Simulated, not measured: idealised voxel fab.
Process module under the name voxel gate over fins
cross-section cut | 170 nm wide | cells 5 nm
How to read a cross-section here: the picture is a grid of square cells, written as bands going from the top down, and any band can span one or more rows of cells. It is stipulated that each band's entry specify, in nanometres, the height of the top of the band and then that of its bottom, followed by the materials of the band in left-to-right sequence, each together with its width in nanometres. A single material marked by the word "everywhere" is understood to fill the band from edge to edge; the word "blank" is understood to denote empty space. Basically, 0 is our baseline, since under it the wafer straight out of the box is all one material. The bottom band has no lower end and keeps on going down, so it looks like "0..down". The two numbers in a width such as "30->40" mark its ends across the band: the first belongs to the top row of cells, the second to the bottom row, and from each row to the next the width moves by the same amount. Where the words "remains unaltered" appear for a step, the cross-section shows no cell changed by that step; every cell remained as before. You'll see "Sealed internal cavities" listing empty spaces that have no way open to the top, as long as they're 8 cells or more; the notation is width x height at distance, where the distance is from the left edge, and all of it is in nm. It should be noted that, on the line of a given step, the content following the step's settings is a remark produced by the simulator itself with respect to that step. "overlay nm" on a masked step: distance the mask lay right of its planned place, negative for left.
Planned process steps
1: RECEIVE,material Si
2: CONFORMAL_DEP,material SiN,thk nm 5
3: DIRECTIONAL_DEP,material aC,thk nm 10
4: PATTERN,tone cover,mask id FINS,material resist,width nm 15,pitch nm 55,thk nm 30,overlay nm 0
5: DIRECTIONAL_ETCH,etch materials aC,depth nm 10
6: STRIP,etch materials resist
7: DIRECTIONAL_ETCH,etch materials SiN,depth nm 5
8: DIRECTIONAL_ETCH,etch materials Si,depth nm 30
9: STRIP,etch materials aC
10: OXIDIZE,depth nm 5
11: FILL_DEP,material SiO2,thk nm 5
12: CMP,height nm 5
13: MASKED_ETCH,tone open,mask id RAIL,width nm 15,etch materials SiO2,depth nm 30,overlay nm 0
14: CONFORMAL_DEP,material TiN,thk nm 5
15: FILL_DEP,material W,thk nm 5
16: CMP,height nm 5
17: SELECTIVE_ETCH,etch materials W Ru TiN,depth nm 25
18: FILL_DEP,material SiO2,thk nm 5
19: CMP,height nm 5
20: SELECTIVE_ETCH,etch materials SiO2,depth nm 20
21: STRIP,etch materials SiN
22: CONFORMAL_DEP,material HfO2,thk nm 5
23: CONFORMAL_DEP,material TiN,thk nm 5
24: FILL_DEP,material W,thk nm 15
25: CMP,height nm 20
26: CONFORMAL_DEP,material SiN,thk nm 10
As-received wafer cross-section (after step 1)
0..down  Si everywhere
Sealed internal cavities: none
Final cross-section, module run with one mistake (start and plan as above)
30..20  SiN everywhere
20..5  W everywhere
5..0  W: 15, then TiN: 25, then W: 30, then TiN: 25, then W: 30, then TiN: 25, then W: 20
0..-5  W: 15, then TiN: 5, then HfO2: 15, then TiN: 5, then W: 30, then TiN: 5, then HfO2: 15, then TiN: 5, then W: 30, then TiN: 5, then HfO2: 15, then TiN: 5, then W: 20
-5..-10  W: 15, then TiN: 5, then HfO2: 5, then Si: 5, then HfO2: 5, then TiN: 5, then W: 30, then TiN: 5, then HfO2: 5, then Si: 5, then HfO2: 5, then TiN: 5, then W: 30, then TiN: 5, then HfO2: 5, then Si: 5, then HfO2: 5, then TiN: 5, then W: 20
-10..-15  W: 15, then TiN: 5, then HfO2: 5, then Si: 5, then HfO2: 5, then TiN: 40, then HfO2: 5, then Si: 5, then HfO2: 5, then TiN: 5, then W: 30, then TiN: 5, then HfO2: 5, then Si: 5, then HfO2: 5, then TiN: 5, then W: 20
-15..-20  TiN: 20, then HfO2: 5, then Si: 5, then HfO2: 5, then TiN: 5, then HfO2: 25, then TiN: 10, then HfO2: 5, then Si: 5, then HfO2: 5, then TiN: 40, then HfO2: 5, then Si: 5, then HfO2: 5, then TiN: 25
-20..-25  HfO2: 25, then Si: 5, then HfO2: 15, then TiN: 15, then HfO2: 20, then Si: 5, then HfO2: 50, then Si: 5, then HfO2: 30
-25..-35  SiO2: 25, then Si: 5, then SiO2: 50, then Si: 5, then SiO2: 50, then Si: 5, then SiO2: 30
-35..down  Si everywhere
Sealed internal cavities: none
Processing error: step 19 was not run as planned; what actually ran was CMP,height nm -5
